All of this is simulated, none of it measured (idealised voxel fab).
Name of the process module below: voxel ribs on slabs
It is cross-section cut that appears here, measuring 195 nm in width, its square cells being 5 nm in size.
When this document writes out a cross-section, it uses a grid of square cells and lists it as bands, beginning at the top and moving down, with a band standing for one or more rows of cells.
Each band's line starts with the height of the band's top and of its bottom, in nm. Then come its materials from left to right, each with its width in nm. One material with "edge to edge" fills the band from edge to edge. "empty" is empty space.
Height 0 is the level under which the wafer as received is all one material. The lowest band goes on downwards, as in "0 nm and below".
Top row gets the first number, bottom row gets the second, and each row in between changes by the same step: that is how a band width like "30..40" works.
When a step is marked "no change occurred", none of the cells in the cross-section changed during that step.
Reported under the label "Sealed voids" are the empty spaces having no open way to the top and comprising 8 cells or more; the notation for each is width x height at distance, in which the distance is measured from the left edge and all three values are in nm.
On a step's line, text after the settings is the simulator commenting on that step.
"overlay nm", when on a step's line for a step with a mask, measures how far to the right of its planned place the mask lay; a negative measure means to the left.
### Here's what the planned process steps look like
1,RECEIVE with material Si
2,DIRECTIONAL_DEP with material SiO2, thk nm 20
3,DIRECTIONAL_DEP with material polySi, thk nm 25
4,PATTERN with tone cover, mask id RIB, material resist, width nm 20, thk nm 15, overlay nm 0
5,DIRECTIONAL_ETCH with etch materials polySi, depth nm 15
6,STRIP with etch materials resist
7,DIRECTIONAL_DEP with material aC, thk nm 10
8,PATTERN with tone cover, mask id SLAB, material resist, width nm 80, thk nm 25, overlay nm 0
9,DIRECTIONAL_ETCH with etch materials aC, depth nm 10
10,STRIP with etch materials resist
11,DIRECTIONAL_ETCH with etch materials polySi, depth nm 5
12,STRIP with etch materials aC
13,FILL_DEP with material SiO2, thk nm 20
14,CMP with height nm 60
15,DIRECTIONAL_DEP with material TiN, thk nm 5
16,PATTERN with tone cover, mask id HEATER, material resist, width nm 30, thk nm 15, overlay nm 0
17,DIRECTIONAL_ETCH with etch materials TiN, depth nm 5
18,STRIP with etch materials resist
19,CONFORMAL_DEP with material SiO2, thk nm 10
Every wafer here starts from the same state; it is the step 11 depth nm that distinguishes them, and the value the plan gives belongs to the first wafer.
### As-received cross-section, first of several wafers, post step 1
0 nm and below  Si edge to edge
Sealed voids: none
### Cross-section of the first of several wafers once the module has run through its last step, step 19
75 nm to 70 nm  empty 70 nm | SiO2 50 nm | empty 75 nm
70 nm to 65 nm  SiO2 edge to edge
65 nm to 60 nm  SiO2 80 nm | TiN 30 nm | SiO2 85 nm
60 nm to 45 nm  SiO2 edge to edge
45 nm to 30 nm  SiO2 85 nm | polySi 20 nm | SiO2 90 nm
30 nm to 25 nm  SiO2 55 nm | polySi 80 nm | SiO2 60 nm
25 nm to 20 nm  polySi edge to edge
20 nm to 0 nm  SiO2 edge to edge
0 nm and below  Si edge to edge
Sealed voids: none
### A cross-section through the last wafer at the close of the module
75 nm to 70 nm  empty 70 nm | SiO2 50 nm | empty 75 nm
70 nm to 65 nm  SiO2 edge to edge
65 nm to 60 nm  SiO2 80 nm | TiN 30 nm | SiO2 85 nm
60 nm to 45 nm  SiO2 edge to edge
45 nm to 30 nm  SiO2 85 nm | polySi 20 nm | SiO2 90 nm
30 nm to 20 nm  SiO2 55 nm | polySi 80 nm | SiO2 60 nm
20 nm to 0 nm  SiO2 edge to edge
0 nm and below  Si edge to edge
Sealed voids: none
### Basically each wafer gets a line in the table, showing it at the end of the module: material by material, the cells it gained (+) or lost (-) since we got it, then its closed voids
depth nm 5 | +483 SiO2 | +6 TiN | +67 polySi | Sealed voids: none
depth nm 10 | +506 SiO2 | +6 TiN | +44 polySi | Sealed voids: none
depth nm 15 | +506 SiO2 | +6 TiN | +44 polySi | Sealed voids: none
depth nm 20 | +506 SiO2 | +6 TiN | +44 polySi | Sealed voids: none
depth nm 25 | +506 SiO2 | +6 TiN | +44 polySi | Sealed voids: none
